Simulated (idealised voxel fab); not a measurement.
Title: Process Module voxel transistor to metal
Pictured: cross-section cut, 160 nm wide, on a grid of 5 nm square cells.
The cross-sections in this document take the form of a grid made of square cells. They are written out as bands, in order from top to bottom. Each band consists of one or more rows of cells. Per band: top height and bottom height in nm, followed by the left-to-right materials and their widths in nm; "throughout" marks a single material spanning edge to edge, "empty" marks empty space. Height reference: 0 = level under which incoming wafer is all one material. Lowest band: no bottom, runs on downward, e.g. "0 -> down". Width "30 to 40": first value at the band's top row of cells, second value at its bottom row, equal change from row to row. Where a step carries "no change", the cross-section came out of it unchanged, cell for cell. The list in "Encapsulated voids" covers empty spaces of 8 cells or more that cannot reach the top through any open way, and it gives each as width x height at distance; the distance is from the left edge, and width, height and distance are in nm. That trailing text on a step's line, after the settings, is the simulator's own remark on the step. overlay nm: where the mask lay relative to plan, measured to the right, on steps with a mask; negatives go left. Note: before/after cross-section pairs follow, one process step per pair, after-side truncated at the lowest changed band, step and settings given beneath. Different runs of this module on the same starting wafer may supply the pairs; a pair continues the one above only where the "Before-step section" entry says so.

Before-step section
    55 -> 50 | empty=15 | SiCN=35 | empty=60 | SiCN=35 | empty=15
    50 -> 30 | empty=15 | SiCN=5 | W=25 | SiCN=5 | empty=60 | SiCN=5 | W=25 | SiCN=5 | empty=15
    30 -> 25 | SiCN=20 | TiN=25 | SiCN=70 | TiN=25 | SiCN=20
    25 -> 15 | SiO2=20 | TiN=5 | Ru=10 | TiN=5 | SiO2=75 | TiN=5 | Ru=10 | TiN=5 | SiO2=25
    15 -> 10 | SiO2=20 | TiN=5 | Ru=5 | TiN=10 | SiO2=15 | SiN=5 | HfO2=5 | TiN=5 | W=15 | TiN=5 | HfO2=5 | SiN=5 | SiO2=15 | TiN=10 | Ru=5 | TiN=5 | SiO2=25
    10 -> 0 | SiO2=20 | TiN=5 | Ru=5 | TiN=5 | pSi=20 | SiN=5 | HfO2=5 | TiN=5 | W=15 | TiN=5 | HfO2=5 | SiN=5 | pSi=20 | TiN=5 | Ru=5 | TiN=5 | SiO2=25
    0 -> -5 | SiO2=20 | TiN=15 | pSi=20 | SiN=5 | HfO2=5 | TiN=25 | HfO2=5 | SiN=5 | pSi=20 | TiN=15 | SiO2=25
    -5 -> -10 | SiO2=10 | pSi=45 | HfO2=45 | pSi=45 | SiO2=15
    -10 -> -25 | SiO2=15 | pSi=40 | Si=45 | pSi=40 | SiO2=20
    -25 -> down | Si throughout
    Encapsulated voids: none

As Processed
    65 -> 55 | lowk throughout
    55 -> 50 | lowk=15 | SiCN=35 | lowk=60 | SiCN=35 | lowk=15
    50 -> 30 | lowk=15 | SiCN=5 | W=25 | SiCN=5 | lowk=60 | SiCN=5 | W=25 | SiCN=5 | lowk=15
    Below 30, the layers are the same as they were.
    Encapsulated voids: none
Formally, the process step situated between the two cross-sections above is FILL_DEP with material lowk, thk nm 10

Before-step section: The structure entering this step is exactly what the pair just above shows after its step.

As Processed
    50 -> 30 | lowk=15 | SiCN=5 | W=25 | SiCN=5 | lowk=60 | SiCN=5 | W=25 | SiCN=5 | lowk=15
    Below 30, the layers are the same as they were.
    Encapsulated voids: none
Formally, the process step situated between the two cross-sections above is CMP with height nm 50

Before-step section: The structure entering this step is exactly what the pair just above shows after its step.

As Processed
    55 -> 50 | SiN throughout
    Below 50, the layers are the same as they were.
    Encapsulated voids: none
Formally, the process step situated between the two cross-sections above is CONFORMAL_DEP with material SiN, thk nm 5

Before-step section
    50 -> 30 | W throughout
    30 -> 25 | TiN throughout
    25 -> 15 | SiO2=20 | TiN=5 | Ru=10 | TiN=5 | SiO2=75 | TiN=5 | Ru=10 | TiN=5 | SiO2=25
    15 -> 10 | SiO2=20 | TiN=5 | Ru=5 | TiN=10 | SiO2=15 | SiN=5 | HfO2=5 | TiN=5 | W=15 | TiN=5 | HfO2=5 | SiN=5 | SiO2=15 | TiN=10 | Ru=5 | TiN=5 | SiO2=25
    10 -> 0 | SiO2=20 | TiN=5 | Ru=5 | TiN=5 | pSi=20 | SiN=5 | HfO2=5 | TiN=5 | W=15 | TiN=5 | HfO2=5 | SiN=5 | pSi=20 | TiN=5 | Ru=5 | TiN=5 | SiO2=25
    0 -> -5 | SiO2=20 | TiN=15 | pSi=20 | SiN=5 | HfO2=5 | TiN=25 | HfO2=5 | SiN=5 | pSi=20 | TiN=15 | SiO2=25
    -5 -> -10 | SiO2=10 | pSi=45 | HfO2=45 | pSi=45 | SiO2=15
    -10 -> -25 | SiO2=15 | pSi=40 | Si=45 | pSi=40 | SiO2=20
    -25 -> down | Si throughout
    Encapsulated voids: none

As Processed
    50 -> 30 | empty=25 | W=20 | empty=75 | W=20 | empty=20
    Below 30, the layers are the same as they were.
    Encapsulated voids: none
Formally, the process step situated between the two cross-sections above is MASKED_ETCH with tone cover, mask id METAL_1, width nm 20, pitch nm 95, etch materials W, depth nm 20, overlay nm 5

Before-step section: The structure entering this step is exactly what the pair just above shows after its step.

As Processed
    50 -> 30 | empty=25 | W=20 | empty=75 | W=20 | empty=20
    30 -> 25 | empty=20 | TiN=25 | empty=70 | TiN=25 | empty=20
    Below 25, the layers are the same as they were.
    Encapsulated voids: none
Formally, the process step situated between the two cross-sections above is MASKED_ETCH with tone cover, mask id METAL_1, width nm 20, pitch nm 95, etch materials TiN, depth nm 5, overlay nm 0

Before-step section: The structure entering this step is exactly what the pair just above shows after its step.

As Processed
    55 -> 50 | empty=20 | SiCN=30 | empty=65 | SiCN=30 | empty=15
    50 -> 35 | empty=20 | SiCN=5 | W=20 | SiCN=5 | empty=65 | SiCN=5 | W=20 | SiCN=5 | empty=15
    35 -> 30 | empty=15 | SiCN=10 | W=20 | SiCN=5 | empty=60 | SiCN=10 | W=20 | SiCN=5 | empty=15
    30 -> 25 | SiCN=20 | TiN=25 | SiCN=70 | TiN=25 | SiCN=20
    Below 25, the layers are the same as they were.
    Encapsulated voids: none
Formally, the process step situated between the two cross-sections above is CONFORMAL_DEP with material SiCN, thk nm 5

Before-step section: The structure entering this step is exactly what the pair just above shows after its step.

As Processed
    65 -> 55 | lowk throughout
    55 -> 50 | lowk=20 | SiCN=30 | lowk=65 | SiCN=30 | lowk=15
    50 -> 35 | lowk=20 | SiCN=5 | W=20 | SiCN=5 | lowk=65 | SiCN=5 | W=20 | SiCN=5 | lowk=15
    35 -> 30 | lowk=15 | SiCN=10 | W=20 | SiCN=5 | lowk=60 | SiCN=10 | W=20 | SiCN=5 | lowk=15
    Below 30, the layers are the same as they were.
    Encapsulated voids: none
Formally, the process step situated between the two cross-sections above is FILL_DEP with material lowk, thk nm 10

Before-step section: The structure entering this step is exactly what the pair just above shows after its step.

As Processed
    50 -> 35 | lowk=20 | SiCN=5 | W=20 | SiCN=5 | lowk=65 | SiCN=5 | W=20 | SiCN=5 | lowk=15
    Below 35, the layers are the same as they were.
    Encapsulated voids: none
Formally, the process step situated between the two cross-sections above is CMP with height nm 50

Before-step section: The structure entering this step is exactly what the pair just above shows after its step.

As Processed
    55 -> 50 | SiN throughout
    Below 50, the layers are the same as they were.
    Encapsulated voids: none
Formally, the process step situated between the two cross-sections above is CONFORMAL_DEP with material SiN, thk nm 5

Before-step section
    35 -> 20 | empty=55 | SiN=5 | SiCN=35 | SiN=5 | empty=60
    20 -> 10 | empty=55 | SiN=5 | polySi=35 | SiN=5 | empty=60
    10 -> -5 | empty=35 | pSi=20 | SiN=5 | polySi=35 | SiN=5 | pSi=20 | empty=40
    -5 -> -10 | empty=10 | pSi=45 | SiO2=45 | pSi=45 | empty=15
    -10 -> -25 | SiO2=15 | pSi=40 | Si=45 | pSi=40 | SiO2=20
    -25 -> down | Si throughout
    Encapsulated voids: none

As Processed
    45 -> 35 | Ru throughout
    35 -> 20 | Ru=55 | SiN=5 | SiCN=35 | SiN=5 | Ru=60
    20 -> 10 | Ru=55 | SiN=5 | polySi=35 | SiN=5 | Ru=60
    10 -> -5 | Ru=35 | pSi=20 | SiN=5 | polySi=35 | SiN=5 | pSi=20 | Ru=40
    -5 -> -10 | Ru=10 | pSi=45 | SiO2=45 | pSi=45 | Ru=15
    Below -10, the layers are the same as they were.
    Encapsulated voids: none
Formally, the process step situated between the two cross-sections above is FILL_DEP with material Ru, thk nm 10

Before-step section: The structure entering this step is exactly what the pair just above shows after its step.

As Processed
    20 -> 10 | Ru=55 | SiN=5 | polySi=35 | SiN=5 | Ru=60
    Below 10, the layers are the same as they were.
    Encapsulated voids: none
Formally, the process step situated between the two cross-sections above is CMP with height nm 20

Before-step section: The structure entering this step is exactly what the pair just above shows after its step.

As Processed
    20 -> 10 | Ru=55 | SiN=5 | empty=35 | SiN=5 | Ru=60
    10 -> -5 | Ru=35 | pSi=20 | SiN=5 | empty=35 | SiN=5 | pSi=20 | Ru=40
    Below -5, the layers are the same as they were.
    Encapsulated voids: none
Formally, the process step situated between the two cross-sections above is STRIP with etch materials polySi

Before-step section: The structure entering this step is exactly what the pair just above shows after its step.

As Processed
    20 -> 10 | Ru=55 | SiN=5 | empty=35 | SiN=5 | Ru=60
    10 -> -5 | Ru=35 | pSi=20 | SiN=5 | empty=35 | SiN=5 | pSi=20 | Ru=40
    -5 -> -10 | Ru=10 | pSi=45 | empty=45 | pSi=45 | Ru=15
    Below -10, the layers are the same as they were.
    Encapsulated voids: none
Formally, the process step situated between the two cross-sections above is SELECTIVE_ETCH with etch materials SiO2, depth nm 5

Before-step section: The structure entering this step is exactly what the pair just above shows after its step.

As Processed
    25 -> 20 | HfO2=65 | empty=25 | HfO2=70
    20 -> 10 | Ru=55 | SiN=5 | HfO2=5 | empty=25 | HfO2=5 | SiN=5 | Ru=60
    10 -> -5 | Ru=35 | pSi=20 | SiN=5 | HfO2=5 | empty=25 | HfO2=5 | SiN=5 | pSi=20 | Ru=40
    -5 -> -10 | Ru=10 | pSi=45 | HfO2=45 | pSi=45 | Ru=15
    Below -10, the layers are the same as they were.
    Encapsulated voids: none
Formally, the process step situated between the two cross-sections above is CONFORMAL_DEP with material HfO2, thk nm 5

Before-step section: The structure entering this step is exactly what the pair just above shows after its step.

As Processed
    30 -> 25 | TiN=70 | empty=15 | TiN=75
    25 -> 20 | HfO2=65 | TiN=5 | empty=15 | TiN=5 | HfO2=70
    20 -> 10 | Ru=55 | SiN=5 | HfO2=5 | TiN=5 | empty=15 | TiN=5 | HfO2=5 | SiN=5 | Ru=60
    10 -> 0 | Ru=35 | pSi=20 | SiN=5 | HfO2=5 | TiN=5 | empty=15 | TiN=5 | HfO2=5 | SiN=5 | pSi=20 | Ru=40
    0 -> -5 | Ru=35 | pSi=20 | SiN=5 | HfO2=5 | TiN=25 | HfO2=5 | SiN=5 | pSi=20 | Ru=40
    Below -5, the layers are the same as they were.
    Encapsulated voids: none
Formally, the process step situated between the two cross-sections above is CONFORMAL_DEP with material TiN, thk nm 5

Before-step section: The structure entering this step is exactly what the pair just above shows after its step.

As Processed
    35 -> 30 | W throughout
    30 -> 25 | TiN=70 | W=15 | TiN=75
    25 -> 20 | HfO2=65 | TiN=5 | W=15 | TiN=5 | HfO2=70
    20 -> 10 | Ru=55 | SiN=5 | HfO2=5 | TiN=5 | W=15 | TiN=5 | HfO2=5 | SiN=5 | Ru=60
    10 -> 0 | Ru=35 | pSi=20 | SiN=5 | HfO2=5 | TiN=5 | W=15 | TiN=5 | HfO2=5 | SiN=5 | pSi=20 | Ru=40
    Below 0, the layers are the same as they were.
    Encapsulated voids: none
Formally, the process step situated between the two cross-sections above is FILL_DEP with material W, thk nm 5

Before-step section: The structure entering this step is exactly what the pair just above shows after its step.

As Processed
    15 -> 10 | Ru=55 | SiN=5 | HfO2=5 | TiN=5 | W=15 | TiN=5 | HfO2=5 | SiN=5 | Ru=60
    Below 10, the layers are the same as they were.
    Encapsulated voids: none
Formally, the process step situated between the two cross-sections above is CMP with height nm 15

Before-step section: The structure entering this step is exactly what the pair just above shows after its step.

As Processed
    25 -> 15 | SiO2 throughout
    Below 15, the layers are the same as they were.
    Encapsulated voids: none
Formally, the process step situated between the two cross-sections above is DIRECTIONAL_DEP with material SiO2, thk nm 10

Before-step section: The structure entering this step is exactly what the pair just above shows after its step.

As Processed
    35 -> 25 | aC throughout
    Below 25, the layers are the same as they were.
    Encapsulated voids: none
Formally, the process step situated between the two cross-sections above is DIRECTIONAL_DEP with material aC, thk nm 10

Before-step section: The structure entering this step is exactly what the pair just above shows after its step.

As Processed
    60 -> 35 | resist=20 | empty=20 | resist=75 | empty=20 | resist=25
    Below 35, the layers are the same as they were.
    Encapsulated voids: none
Formally, the process step situated between the two cross-sections above is PATTERN with tone open, mask id CONTACT, material resist, width nm 20, pitch nm 95, thk nm 25, overlay nm 0

Before-step section: The structure entering this step is exactly what the pair just above shows after its step.

As Processed
    50 -> 35 | resist=20 | empty=20 | resist=75 | empty=20 | resist=25
    35 -> 25 | aC=20 | empty=20 | aC=75 | empty=20 | aC=25
    Below 25, the layers are the same as they were.
    Encapsulated voids: none
Formally, the process step situated between the two cross-sections above is DIRECTIONAL_ETCH with etch materials aC, depth nm 10

Before-step section: The structure entering this step is exactly what the pair just above shows after its step.

As Processed
    35 -> 25 | aC=20 | empty=20 | aC=75 | empty=20 | aC=25
    Below 25, the layers are the same as they were.
    Encapsulated voids: none
Formally, the process step situated between the two cross-sections above is STRIP with etch materials resist

Before-step section: The structure entering this step is exactly what the pair just above shows after its step.

As Processed
    35 -> 25 | aC=20 | empty=20 | aC=75 | empty=20 | aC=25
    25 -> 15 | SiO2=20 | empty=20 | SiO2=75 | empty=20 | SiO2=25
    Below 15, the layers are the same as they were.
    Encapsulated voids: none
Formally, the process step situated between the two cross-sections above is DIRECTIONAL_ETCH with etch materials SiO2, depth nm 30

Before-step section: The structure entering this step is exactly what the pair just above shows after its step.

As Processed
    25 -> 15 | SiO2=20 | empty=20 | SiO2=75 | empty=20 | SiO2=25
    Below 15, the layers are the same as they were.
    Encapsulated voids: none
Formally, the process step situated between the two cross-sections above is STRIP with etch materials aC

Before-step section: The structure entering this step is exactly what the pair just above shows after its step.

As Processed
    30 -> 25 | TiN=25 | empty=10 | TiN=85 | empty=10 | TiN=30
    25 -> 20 | SiO2=20 | TiN=5 | empty=10 | TiN=5 | SiO2=75 | TiN=5 | empty=10 | TiN=5 | SiO2=25
    20 -> 15 | SiO2=20 | TiN=20 | SiO2=75 | TiN=20 | SiO2=25
    Below 15, the layers are the same as they were.
    Encapsulated voids: none
Formally, the process step situated between the two cross-sections above is CONFORMAL_DEP with material TiN, thk nm 5

Before-step section: The structure entering this step is exactly what the pair just above shows after its step.

As Processed
    35 -> 30 | Ru throughout
    30 -> 25 | TiN=25 | Ru=10 | TiN=85 | Ru=10 | TiN=30
    25 -> 20 | SiO2=20 | TiN=5 | Ru=10 | TiN=5 | SiO2=75 | TiN=5 | Ru=10 | TiN=5 | SiO2=25
    Below 20, the layers are the same as they were.
    Encapsulated voids: none
Formally, the process step situated between the two cross-sections above is FILL_DEP with material Ru, thk nm 5

Before-step section: The structure entering this step is exactly what the pair just above shows after its step.

As Processed
    25 -> 20 | SiO2=20 | TiN=5 | Ru=10 | TiN=5 | SiO2=75 | TiN=5 | Ru=10 | TiN=5 | SiO2=25
    Below 20, the layers are the same as they were.
    Encapsulated voids: none
Formally, the process step situated between the two cross-sections above is CMP with height nm 25

Before-step section: The structure entering this step is exactly what the pair just above shows after its step.

As Processed
    30 -> 25 | TiN throughout
    Below 25, the layers are the same as they were.
    Encapsulated voids: none
Formally, the process step situated between the two cross-sections above is DIRECTIONAL_DEP with material TiN, thk nm 5

Before-step section: The structure entering this step is exactly what the pair just above shows after its step.

As Processed
    50 -> 30 | W throughout
    Below 30, the layers are the same as they were.
    Encapsulated voids: none
Formally, the process step situated between the two cross-sections above is DIRECTIONAL_DEP with material W, thk nm 20

Before-step section: The structure entering this step is exactly what the pair just above shows after its step.

As Processed
    50 -> 30 | empty=20 | W=20 | empty=75 | W=20 | empty=25
    Below 30, the layers are the same as they were.
    Encapsulated voids: none
Formally, the process step situated between the two cross-sections above is MASKED_ETCH with tone cover, mask id METAL_1, width nm 20, pitch nm 95, etch materials W, depth nm 20, overlay nm 0

Before-step section: The structure entering this step is exactly what the pair just above shows after its step.

As Processed
    50 -> 30 | empty=20 | W=20 | empty=75 | W=20 | empty=25
    30 -> 25 | empty=20 | TiN=20 | empty=75 | TiN=20 | empty=25
    Below 25, the layers are the same as they were.
    Encapsulated voids: none
Formally, the process step situated between the two cross-sections above is MASKED_ETCH with tone cover, mask id METAL_1, width nm 20, pitch nm 95, etch materials TiN, depth nm 5, overlay nm 0

Before-step section: The structure entering this step is exactly what the pair just above shows after its step.

As Processed
    55 -> 50 | empty=15 | SiCN=30 | empty=65 | SiCN=30 | empty=20
    50 -> 30 | empty=15 | SiCN=5 | W=20 | SiCN=5 | empty=65 | SiCN=5 | W=20 | SiCN=5 | empty=20
    30 -> 25 | SiCN=20 | TiN=20 | SiCN=75 | TiN=20 | SiCN=25
    Below 25, the layers are the same as they were.
    Encapsulated voids: none
Formally, the process step situated between the two cross-sections above is CONFORMAL_DEP with material SiCN, thk nm 5

Before-step section: The structure entering this step is exactly what the pair just above shows after its step.

As Processed
    65 -> 55 | lowk throughout
    55 -> 50 | lowk=15 | SiCN=30 | lowk=65 | SiCN=30 | lowk=20
    50 -> 30 | lowk=15 | SiCN=5 | W=20 | SiCN=5 | lowk=65 | SiCN=5 | W=20 | SiCN=5 | lowk=20
    Below 30, the layers are the same as they were.
    Encapsulated voids: none
Formally, the process step situated between the two cross-sections above is FILL_DEP with material lowk, thk nm 10

Before-step section: The structure entering this step is exactly what the pair just above shows after its step.

As Processed
    50 -> 30 | lowk=15 | SiCN=5 | W=20 | SiCN=5 | lowk=65 | SiCN=5 | W=20 | SiCN=5 | lowk=20
    Below 30, the layers are the same as they were.
    Encapsulated voids: none
Formally, the process step situated between the two cross-sections above is CMP with height nm 50

Before-step section: The structure entering this step is exactly what the pair just above shows after its step.

As Processed
    55 -> 50 | SiN throughout
    Below 50, the layers are the same as they were.
    Encapsulated voids: none
Formally, the process step situated between the two cross-sections above is CONFORMAL_DEP with material SiN, thk nm 5

Before-step section
    25 -> 15 | aC throughout
    15 -> 0 | SiN throughout
    0 -> -5 | SiO2 throughout
    -5 -> down | Si throughout
    Encapsulated voids: none

As Processed
    50 -> 25 | resist=15 | empty=125 | resist=20
    Below 25, the layers are the same as they were.
    Encapsulated voids: none
Formally, the process step situated between the two cross-sections above is PATTERN with tone open, mask id ACTIVE, material resist, width nm 125, thk nm 25, overlay nm 0

Before-step section: The structure entering this step is exactly what the pair just above shows after its step.

As Processed
    40 -> 25 | resist=15 | empty=125 | resist=20
    25 -> 15 | aC=15 | empty=125 | aC=20
    Below 15, the layers are the same as they were.
    Encapsulated voids: none
Formally, the process step situated between the two cross-sections above is DIRECTIONAL_ETCH with etch materials aC, depth nm 10

Before-step section: The structure entering this step is exactly what the pair just above shows after its step.

As Processed
    25 -> 15 | aC=15 | empty=125 | aC=20
    Below 15, the layers are the same as they were.
    Encapsulated voids: none
Formally, the process step situated between the two cross-sections above is STRIP with etch materials resist

Before-step section: The structure entering this step is exactly what the pair just above shows after its step.

As Processed
    25 -> 15 | aC=15 | empty=125 | aC=20
    15 -> 0 | SiN=15 | empty=125 | SiN=20
    Below 0, the layers are the same as they were.
    Encapsulated voids: none
Formally, the process step situated between the two cross-sections above is DIRECTIONAL_ETCH with etch materials SiN, depth nm 15

Before-step section: The structure entering this step is exactly what the pair just above shows after its step.

As Processed
    25 -> 15 | aC=15 | empty=125 | aC=20
    15 -> 0 | SiN=15 | empty=125 | SiN=20
    0 -> -5 | SiO2=15 | empty=125 | SiO2=20
    Below -5, the layers are the same as they were.
    Encapsulated voids: none
Formally, the process step situated between the two cross-sections above is DIRECTIONAL_ETCH with etch materials SiO2, depth nm 5

Before-step section: The structure entering this step is exactly what the pair just above shows after its step.

As Processed
    25 -> 15 | aC=15 | empty=125 | aC=20
    15 -> 0 | SiN=15 | empty=125 | SiN=20
    0 -> -5 | SiO2=15 | empty=125 | SiO2=20
    -5 -> -25 | Si=15 | empty=125 | Si=20
    Below -25, the layers are the same as they were.
    Encapsulated voids: none
Formally, the process step situated between the two cross-sections above is DIRECTIONAL_ETCH with etch materials Si, depth nm 20

Before-step section: The structure entering this step is exactly what the pair just above shows after its step.

As Processed
    15 -> 0 | SiN=15 | empty=125 | SiN=20
    Below 0, the layers are the same as they were.
    Encapsulated voids: none
Formally, the process step situated between the two cross-sections above is STRIP with etch materials aC

Before-step section: The structure entering this step is exactly what the pair just above shows after its step.

As Processed
    20 -> 15 | SiO2 throughout
    15 -> 0 | SiN=15 | SiO2=125 | SiN=20
    0 -> -5 | SiO2 throughout
    -5 -> -25 | Si=15 | SiO2=125 | Si=20
    Below -25, the layers are the same as they were.
    Encapsulated voids: none
Formally, the process step situated between the two cross-sections above is FILL_DEP with material SiO2, thk nm 5

Before-step section: The structure entering this step is exactly what the pair just above shows after its step.

As Processed
    15 -> 0 | SiN=15 | SiO2=125 | SiN=20
    Below 0, the layers are the same as they were.
    Encapsulated voids: none
Formally, the process step situated between the two cross-sections above is CMP with height nm 15

Before-step section: The structure entering this step is exactly what the pair just above shows after its step.

As Processed
    15 -> 0 | SiN=15 | empty=125 | SiN=20
    Below 0, the layers are the same as they were.
    Encapsulated voids: none
Formally, the process step situated between the two cross-sections above is SELECTIVE_ETCH with etch materials SiO2, depth nm 15

Before-step section: The structure entering this step is exactly what the pair just above shows after its step.

As Processed
    0 -> -5 | SiO2 throughout
    Below -5, the layers are the same as they were.
    Encapsulated voids: none
Formally, the process step situated between the two cross-sections above is STRIP with etch materials SiN

Before-step section: The structure entering this step is exactly what the pair just above shows after its step.

As Processed
    -5 -> -25 | Si=15 | SiO2=125 | Si=20
    Below -25, the layers are the same as they were.
    Encapsulated voids: none
Formally, the process step situated between the two cross-sections above is SELECTIVE_ETCH with etch materials SiO2, depth nm 5

Before-step section: The structure entering this step is exactly what the pair just above shows after its step.

As Processed
    -5 -> -10 | SiO2 throughout
    Below -10, the layers are the same as they were.
    Encapsulated voids: none
Formally, the process step situated between the two cross-sections above is OXIDIZE with depth nm 5

Before-step section: The structure entering this step is exactly what the pair just above shows after its step.

As Processed
    20 -> -5 | polySi throughout
    Below -5, the layers are the same as they were.
    Encapsulated voids: none
Formally, the process step situated between the two cross-sections above is DIRECTIONAL_DEP with material polySi, thk nm 25

Before-step section: The structure entering this step is exactly what the pair just above shows after its step.

As Processed
    35 -> 20 | SiCN throughout
    Below 20, the layers are the same as they were.
    Encapsulated voids: none
Formally, the process step situated between the two cross-sections above is DIRECTIONAL_DEP with material SiCN, thk nm 15

Before-step section: The structure entering this step is exactly what the pair just above shows after its step.

As Processed
    35 -> 20 | empty=60 | SiCN=35 | empty=65
    Below 20, the layers are the same as they were.
    Encapsulated voids: none
Formally, the process step situated between the two cross-sections above is MASKED_ETCH with tone cover, mask id GATE, width nm 35, etch materials SiCN, depth nm 25, overlay nm 0

Before-step section: The structure entering this step is exactly what the pair just above shows after its step.

As Processed
    35 -> 20 | empty=60 | SiCN=35 | empty=65
    20 -> -5 | empty=60 | polySi=35 | empty=65
    Below -5, the layers are the same as they were.
    Encapsulated voids: none
Formally, the process step situated between the two cross-sections above is MASKED_ETCH with tone cover, mask id GATE, width nm 35, etch materials polySi, depth nm 35, overlay nm 0

Before-step section: The structure entering this step is exactly what the pair just above shows after its step.

As Processed
    40 -> 35 | empty=55 | SiN=45 | empty=60
    35 -> 20 | empty=55 | SiN=5 | SiCN=35 | SiN=5 | empty=60
    20 -> 0 | empty=55 | SiN=5 | polySi=35 | SiN=5 | empty=60
    0 -> -5 | SiN=60 | polySi=35 | SiN=65
    Below -5, the layers are the same as they were.
    Encapsulated voids: none
Formally, the process step situated between the two cross-sections above is CONFORMAL_DEP with material SiN, thk nm 5

Before-step section: The structure entering this step is exactly what the pair just above shows after its step.

As Processed
    35 -> 20 | empty=55 | SiN=5 | SiCN=35 | SiN=5 | empty=60
    20 -> -5 | empty=55 | SiN=5 | polySi=35 | SiN=5 | empty=60
    Below -5, the layers are the same as they were.
    Encapsulated voids: none
Formally, the process step situated between the two cross-sections above is DIRECTIONAL_ETCH with etch materials SiN, depth nm 5

Before-step section: The structure entering this step is exactly what the pair just above shows after its step.

As Processed
    35 -> 20 | empty=55 | SiN=5 | SiCN=35 | SiN=5 | empty=60
    20 -> -5 | empty=55 | SiN=5 | polySi=35 | SiN=5 | empty=60
    -5 -> -10 | empty=55 | SiO2=45 | empty=60
    Below -10, the layers are the same as they were.
    Encapsulated voids: none
Formally, the process step situated between the two cross-sections above is DIRECTIONAL_ETCH with etch materials SiO2, depth nm 5

Before-step section: The structure entering this step is exactly what the pair just above shows after its step.

As Processed
    35 -> 20 | empty=55 | SiN=5 | SiCN=35 | SiN=5 | empty=60
    20 -> -5 | empty=55 | SiN=5 | polySi=35 | SiN=5 | empty=60
    -5 -> -10 | empty=55 | SiO2=45 | empty=60
    -10 -> -25 | empty=15 | SiO2=125 | empty=20
    Below -25, the layers are the same as they were.
    Encapsulated voids: none
Formally, the process step situated between the two cross-sections above is DIRECTIONAL_ETCH with etch materials Si, depth nm 15

Before-step section: The structure entering this step is exactly what the pair just above shows after its step.

As Processed
    35 -> 20 | empty=55 | SiN=5 | SiCN=35 | SiN=5 | empty=60
    20 -> -5 | empty=55 | SiN=5 | polySi=35 | SiN=5 | empty=60
    -5 -> -10 | pSi=20 | empty=35 | SiO2=45 | empty=35 | pSi=25
    -10 -> -25 | pSi=15 | SiO2=125 | pSi=20
    Below -25, the layers are the same as they were.
    Encapsulated voids: none
Formally, the process step situated between the two cross-sections above is EPI with material pSi, thk nm 20

Before-step section: The structure entering this step is exactly what the pair just above shows after its step.

As Processed
    45 -> 35 | SiO2 throughout
    35 -> 20 | SiO2=55 | SiN=5 | SiCN=35 | SiN=5 | SiO2=60
    20 -> -5 | SiO2=55 | SiN=5 | polySi=35 | SiN=5 | SiO2=60
    -5 -> -10 | pSi=20 | SiO2=115 | pSi=25
    Below -10, the layers are the same as they were.
    Encapsulated voids: none
Formally, the process step situated between the two cross-sections above is FILL_DEP with material SiO2, thk nm 10

Before-step section: The structure entering this step is exactly what the pair just above shows after its step.

As Processed
    20 -> -5 | SiO2=55 | SiN=5 | polySi=35 | SiN=5 | SiO2=60
    Below -5, the layers are the same as they were.
    Encapsulated voids: none
Formally, the process step situated between the two cross-sections above is CMP with height nm 20

Before-step section: The structure entering this step is exactly what the pair just above shows after its step.

As Processed
    20 -> -5 | SiO2=55 | SiN=5 | empty=35 | SiN=5 | SiO2=60
    Below -5, the layers are the same as they were.
    Encapsulated voids: none
Formally, the process step situated between the two cross-sections above is STRIP with etch materials polySi

Before-step section: The structure entering this step is exactly what the pair just above shows after its step.

As Processed
    20 -> 15 | empty=55 | SiN=5 | empty=35 | SiN=5 | empty=60
    15 -> -5 | SiO2=55 | SiN=5 | empty=35 | SiN=5 | SiO2=60
    -5 -> -10 | pSi=20 | SiO2=35 | empty=45 | SiO2=35 | pSi=25
    Below -10, the layers are the same as they were.
    Encapsulated voids: none
Formally, the process step situated between the two cross-sections above is SELECTIVE_ETCH with etch materials SiO2, depth nm 5

Before-step section: The structure entering this step is exactly what the pair just above shows after its step.

As Processed
    25 -> 20 | empty=50 | HfO2=15 | empty=25 | HfO2=15 | empty=55
    20 -> 15 | HfO2=55 | SiN=5 | HfO2=5 | empty=25 | HfO2=5 | SiN=5 | HfO2=60
    15 -> -5 | SiO2=55 | SiN=5 | HfO2=5 | empty=25 | HfO2=5 | SiN=5 | SiO2=60
    -5 -> -10 | pSi=20 | SiO2=35 | HfO2=45 | SiO2=35 | pSi=25
    Below -10, the layers are the same as they were.
    Encapsulated voids: none
Formally, the process step situated between the two cross-sections above is CONFORMAL_DEP with material HfO2, thk nm 5

Before-step section: The structure entering this step is exactly what the pair just above shows after its step.

As Processed
    30 -> 25 | empty=45 | TiN=25 | empty=15 | TiN=25 | empty=50
    25 -> 20 | TiN=50 | HfO2=15 | TiN=5 | empty=15 | TiN=5 | HfO2=15 | TiN=55
    20 -> 15 | HfO2=55 | SiN=5 | HfO2=5 | TiN=5 | empty=15 | TiN=5 | HfO2=5 | SiN=5 | HfO2=60
    15 -> 0 | SiO2=55 | SiN=5 | HfO2=5 | TiN=5 | empty=15 | TiN=5 | HfO2=5 | SiN=5 | SiO2=60
    0 -> -5 | SiO2=55 | SiN=5 | HfO2=5 | TiN=25 | HfO2=5 | SiN=5 | SiO2=60
    Below -5, the layers are the same as they were.
    Encapsulated voids: none
Formally, the process step situated between the two cross-sections above is CONFORMAL_DEP with material TiN, thk nm 5

Before-step section: The structure entering this step is exactly what the pair just above shows after its step.

As Processed
    35 -> 30 | W throughout
    30 -> 25 | W=45 | TiN=25 | W=15 | TiN=25 | W=50
    25 -> 20 | TiN=50 | HfO2=15 | TiN=5 | W=15 | TiN=5 | HfO2=15 | TiN=55
    20 -> 15 | HfO2=55 | SiN=5 | HfO2=5 | TiN=5 | W=15 | TiN=5 | HfO2=5 | SiN=5 | HfO2=60
    15 -> 0 | SiO2=55 | SiN=5 | HfO2=5 | TiN=5 | W=15 | TiN=5 | HfO2=5 | SiN=5 | SiO2=60
    Below 0, the layers are the same as they were.
    Encapsulated voids: none
Formally, the process step situated between the two cross-sections above is FILL_DEP with material W, thk nm 5

Before-step section: The structure entering this step is exactly what the pair just above shows after its step.

As Processed
    15 -> 0 | SiO2=55 | SiN=5 | HfO2=5 | TiN=5 | W=15 | TiN=5 | HfO2=5 | SiN=5 | SiO2=60
    Below 0, the layers are the same as they were.
    Encapsulated voids: none
Formally, the process step situated between the two cross-sections above is CMP with height nm 15

Before-step section: The structure entering this step is exactly what the pair just above shows after its step.

As Processed
    25 -> 15 | SiO2 throughout
    Below 15, the layers are the same as they were.
    Encapsulated voids: none
Formally, the process step situated between the two cross-sections above is DIRECTIONAL_DEP with material SiO2, thk nm 10

Before-step section: The structure entering this step is exactly what the pair just above shows after its step.

As Processed
    35 -> 25 | aC throughout
    Below 25, the layers are the same as they were.
    Encapsulated voids: none
Formally, the process step situated between the two cross-sections above is DIRECTIONAL_DEP with material aC, thk nm 10
